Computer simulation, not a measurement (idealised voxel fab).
process module | voxel wiring stack
cross-section cut | 260 nm wide | cells 5 nm
A cross-section is a grid of square cells, given in bands from the top down. A band is one or more rows of cells.
Each band's line starts with the height of the band's top and of its bottom, in nm. Then come its materials from left to right, each with its width in nm. One material with "throughout" fills the band from edge to edge. "air" is empty space.
Height 0 is the level under which the wafer as received is all one material. The lowest band goes on downwards, as in "0 down".
A width such as "30 to 40" changes by the same amount from each row of cells to the next, from the band's top row to its bottom row.
"no change" after a step means that no cell of the cross-section changed.
closed voids: empty space of 8 cells or more with no open way to the top, each as width x height at its distance from the left edge, in nm
after a step's settings: what the simulator itself notes on the step
overlay nm, on a step with a mask: how far to the right of its planned place the mask lay; to the left if negative
plan
1 op RECEIVE | material Si
2 op CONFORMAL_DEP | material SiO2 | thk nm 10
3 op DIRECTIONAL_DEP | material TiN | thk nm 5
4 op DIRECTIONAL_DEP | material W | thk nm 25
5 op MASKED_ETCH | tone cover | mask id METAL_1 | width nm 25 | pitch nm 40 | etch materials W | depth nm 25 | overlay nm 0
6 op MASKED_ETCH | tone cover | mask id METAL_1 | width nm 25 | pitch nm 40 | etch materials TiN | depth nm 5 | overlay nm 0
7 op FILL_DEP | material lowk | thk nm 5
8 op CMP | height nm 40
9 op CONFORMAL_DEP | material SiCN | thk nm 5
10 op DIRECTIONAL_DEP | material SiO2 | thk nm 10
11 op PATTERN | tone open | mask id PLUG_1 | material resist | width nm 15 | pitch nm 40 | thk nm 15 | overlay nm 0
12 op DIRECTIONAL_ETCH | etch materials SiO2 | depth nm 10
13 op DIRECTIONAL_ETCH | etch materials SiCN | depth nm 5
14 op STRIP | etch materials resist
15 op CONFORMAL_DEP | material TiN | thk nm 5
16 op FILL_DEP | material Ru | thk nm 10
17 op CMP | height nm 55
18 op DIRECTIONAL_DEP | material TiN | thk nm 5
19 op DIRECTIONAL_DEP | material Ru | thk nm 25
20 op DIRECTIONAL_DEP | material aC | thk nm 15
21 op PATTERN | tone cover | mask id METAL_2 | material resist | width nm 25 | pitch nm 40 | thk nm 35 | overlay nm 0
22 op DIRECTIONAL_ETCH | etch materials aC | depth nm 15
23 op STRIP | etch materials resist
24 op DIRECTIONAL_ETCH | etch materials Ru | depth nm 25
25 op DIRECTIONAL_ETCH | etch materials TiN | depth nm 5
26 op STRIP | etch materials aC
27 op CONFORMAL_DEP | material SiCN | thk nm 5
28 op FILL_DEP | material SiO2 | thk nm 5
29 op CMP | height nm 85
30 op CONFORMAL_DEP | material SiCN | thk nm 5
31 op DIRECTIONAL_DEP | material lowk | thk nm 20
32 op PATTERN | tone open | mask id PLUG_2 | material resist | width nm 15 | pitch nm 80 | thk nm 20 | overlay nm 0
33 op DIRECTIONAL_ETCH | etch materials lowk | depth nm 20
34 op DIRECTIONAL_ETCH | etch materials SiCN | depth nm 5
35 op STRIP | etch materials resist
36 op CONFORMAL_DEP | material TiN | thk nm 5
37 op FILL_DEP | material Ru | thk nm 5
38 op CMP | height nm 110
39 op CONFORMAL_DEP | material SiN | thk nm 5
40 op DIRECTIONAL_DEP | material SiO2 | thk nm 15
41 op MASKED_ETCH | tone open | mask id METAL_3 | width nm 25 | pitch nm 40 | etch materials SiO2 | depth nm 15 | overlay nm 0
42 op MASKED_ETCH | tone open | mask id METAL_3 | width nm 25 | pitch nm 40 | etch materials SiN | depth nm 5 | overlay nm 0
43 op CONFORMAL_DEP | material TiN | thk nm 5
44 op FILL_DEP | material Cu | thk nm 5
45 op CMP | height nm 130
46 op CONFORMAL_DEP | material SiCN | thk nm 5
as received, after step 1
  0 down: Si throughout
  closed voids: none
first wafer at the end, as planned
  135 to 130: SiCN throughout
  130 to 115: SiO2 55 | TiN 5 | Cu 15 | TiN 5 | SiO2 15 | TiN 5 | Cu 15 | TiN 5 | SiO2 15 | TiN 5 | Cu 15 | TiN 5 | SiO2 15 | TiN 5 | Cu 15 | TiN 5 | SiO2 60
  115 to 110: SiN 55 | TiN 25 | SiN 15 | TiN 25 | SiN 15 | TiN 25 | SiN 15 | TiN 25 | SiN 60
  110 to 90: lowk 55 | TiN 5 | Ru 5 | TiN 5 | lowk 65 | TiN 5 | Ru 5 | TiN 5 | lowk 110
  90 to 85: SiCN 55 | TiN 15 | SiCN 65 | TiN 15 | SiCN 110
  85 to 60: SiO2 50 | SiCN 5 | Ru 25 | SiCN 5 | SiO2 5 | SiCN 5 | Ru 25 | SiCN 5 | SiO2 5 | SiCN 5 | Ru 25 | SiCN 5 | SiO2 5 | SiCN 5 | Ru 25 | SiCN 5 | SiO2 55
  60 to 55: SiCN 55 | TiN 25 | SiCN 15 | TiN 25 | SiCN 15 | TiN 25 | SiCN 15 | TiN 25 | SiCN 60
  55 to 45: SiO2 55 | TiN 5 | Ru 5 | TiN 5 | SiO2 25 | TiN 5 | Ru 5 | TiN 5 | SiO2 25 | TiN 5 | Ru 5 | TiN 5 | SiO2 25 | TiN 5 | Ru 5 | TiN 5 | SiO2 70
  45 to 40: SiCN 55 | TiN 15 | SiCN 25 | TiN 15 | SiCN 25 | TiN 15 | SiCN 25 | TiN 15 | SiCN 70
  40 to 15: lowk 55 | W 25 | lowk 15 | W 25 | lowk 15 | W 25 | lowk 15 | W 25 | lowk 60
  15 to 10: lowk 55 | TiN 25 | lowk 15 | TiN 25 | lowk 15 | TiN 25 | lowk 15 | TiN 25 | lowk 60
  10 to 0: SiO2 throughout
  0 down: Si throughout
  closed voids: none
second wafer at the end: like start, like plan, one mistake
  135 to 130: SiCN throughout
  130 to 115: SiO2 55 | TiN 5 | Cu 15 | TiN 5 | SiO2 15 | TiN 5 | Cu 15 | TiN 5 | SiO2 15 | TiN 5 | Cu 15 | TiN 5 | SiO2 15 | TiN 5 | Cu 15 | TiN 5 | SiO2 60
  115 to 110: SiN 55 | TiN 25 | SiN 15 | TiN 25 | SiN 15 | TiN 25 | SiN 15 | TiN 25 | SiN 60
  110 to 90: lowk 55 | TiN 5 | Ru 5 | TiN 5 | lowk 65 | TiN 5 | Ru 5 | TiN 5 | lowk 110
  90 to 85: SiCN 55 | TiN 15 | SiCN 65 | TiN 15 | SiCN 110
  85 to 60: SiO2 50 | SiCN 5 | Ru 25 | SiCN 5 | SiO2 5 | SiCN 5 | Ru 25 | SiCN 5 | SiO2 5 | SiCN 5 | Ru 25 | SiCN 5 | SiO2 5 | SiCN 5 | Ru 25 | SiCN 5 | SiO2 55
  60 to 55: SiCN 55 | TiN 25 | SiCN 15 | TiN 25 | SiCN 15 | TiN 25 | SiCN 15 | TiN 25 | SiCN 60
  55 to 45: SiO2 55 | TiN 5 | Ru 10 | TiN 5 | SiO2 20 | TiN 5 | Ru 10 | TiN 5 | SiO2 20 | TiN 5 | Ru 10 | TiN 5 | SiO2 20 | TiN 5 | Ru 10 | TiN 5 | SiO2 65
  45 to 40: SiCN 55 | TiN 20 | SiCN 20 | TiN 20 | SiCN 20 | TiN 20 | SiCN 20 | TiN 20 | SiCN 65
  40 to 15: lowk 55 | W 25 | lowk 15 | W 25 | lowk 15 | W 25 | lowk 15 | W 25 | lowk 60
  15 to 10: lowk 55 | TiN 25 | lowk 15 | TiN 25 | lowk 15 | TiN 25 | lowk 15 | TiN 25 | lowk 60
  10 to 0: SiO2 throughout
  0 down: Si throughout
  closed voids: none
what went wrong: step 11 ran as: op PATTERN | tone open | mask id PLUG_1 | material resist | width nm 20 | pitch nm 40 | thk nm 15 | overlay nm 0
at the end the second wafer has, in cells: 8 more of Ru | 4 fewer of SiCN | 8 fewer of SiO2 | 4 more of TiN
